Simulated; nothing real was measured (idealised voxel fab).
Name of the process module below: voxel self aligned contacts
In the cross-section labelled cut, the width is 185 nm and each square cell is 5 nm.
If you're reading a cross-section in this doc, picture square cells in a grid; it comes to you as bands, top ones listed first down to the bottom, and a band can be one or more rows of cells. Heights first: top, then bottom, in nm. Then materials, left to right, each with a width in nm. "throughout" on a single material: fills the band edge to edge. "empty": empty space. Counting heights begins at 0, where everything beneath is, in the wafer as received, one material. The lowest band has no bottom; it goes on downwards, as "0 down" shows. The width entry "30..40" should be interpreted row by row: the top row of cells in the band takes the first number, the bottom row takes the second number, and the change between adjacent rows is uniform throughout. Where the words "nothing altered" appear for a step, the cross-section shows no cell changed by that step; every cell remained as before. "Enclosed void listing": sealed empty spaces, 8 cells or more, no open way to top, listed width x height at distance, with distance from the left edge and width, height and distance in nm. Formally, on a step line, whatever follows the settings is a remark that the simulator itself makes on the step. If you see "overlay nm" on a step's line and that step has a mask, it's telling you how far right of where it was planned the mask ended up; a negative number means it went left instead.
### Process steps - plan
1: RECEIVE,material Si
2: CONFORMAL_DEP,material SiO2,thk nm 5
3: DIRECTIONAL_DEP,material polySi,thk nm 25
4: DIRECTIONAL_DEP,material SiN,thk nm 15
5: PATTERN,tone cover,mask id GATE,material resist,width nm 25,pitch nm 50,thk nm 20,overlay nm 0
6: DIRECTIONAL_ETCH,etch materials SiN,depth nm 15
7: DIRECTIONAL_ETCH,etch materials polySi,depth nm 25
8: STRIP,etch materials resist
9: CONFORMAL_DEP,material SiN,thk nm 5
10: DIRECTIONAL_ETCH,etch materials SiN,depth nm 5
11: FILL_DEP,material SiO2,thk nm 20
12: CMP,height nm 55
13: PATTERN,tone open,mask id CONTACT,material resist,width nm 35,thk nm 15,overlay nm 0
14: DIRECTIONAL_ETCH,etch materials SiO2,depth nm 55
15: STRIP,etch materials resist
16: CONFORMAL_DEP,material TiN,thk nm 5
17: FILL_DEP,material W,thk nm 10
18: CMP,height nm 55
19: CONFORMAL_DEP,material SiN,thk nm 5
### Wafer at receipt (post step 1), cross-section
* 0 down | Si throughout
* Enclosed void listing: none
### The first of two wafers, cross-sectioned at the end of the module, with the run proceeding as planned
* 60 to 55 | SiN throughout
* 55 to 45 | SiO2=75 | TiN=5..15 | W=25..5 | TiN=5..15 | SiO2=75
* 45 to 30 | SiO2=50 | SiN=35 | TiN=5 | W=5 | TiN=5 | SiN=35 | SiO2=50
* 30 to 5 | SiO2=50 | SiN=5 | polySi=25 | SiN=5 | TiN=5 | W=5 | TiN=5 | SiN=5 | polySi=25 | SiN=5 | SiO2=50
* 5 to 0 | SiO2=85 | TiN=15 | SiO2=85
* 0 down | Si throughout
* Enclosed void listing: none
### Cross-section, wafer two of two, end of module: same start and plan as wafer one, one error in execution
* 60 to 55 | SiN throughout
* 55 to 45 | SiO2=75 | TiN=5..15 | W=25..5 | TiN=5..15 | SiO2=75
* 45 to 30 | SiO2=50 | SiN=35 | TiN=5 | W=5 | TiN=5 | SiN=35 | SiO2=50
* 30 to 25 | SiO2=85 | TiN=15 | SiO2=85
* 25 to 0 | polySi throughout
* 0 down | Si throughout
* Enclosed void listing: none
Where did the run depart from the plan? steps 2 and 3 run out of order (swapped)
Materials where the second wafer ends with more or fewer cells than the first: SiN: 20 fewer, SiO2: 100 fewer, TiN: 10 fewer, W: 5 fewer, polySi: 135 more
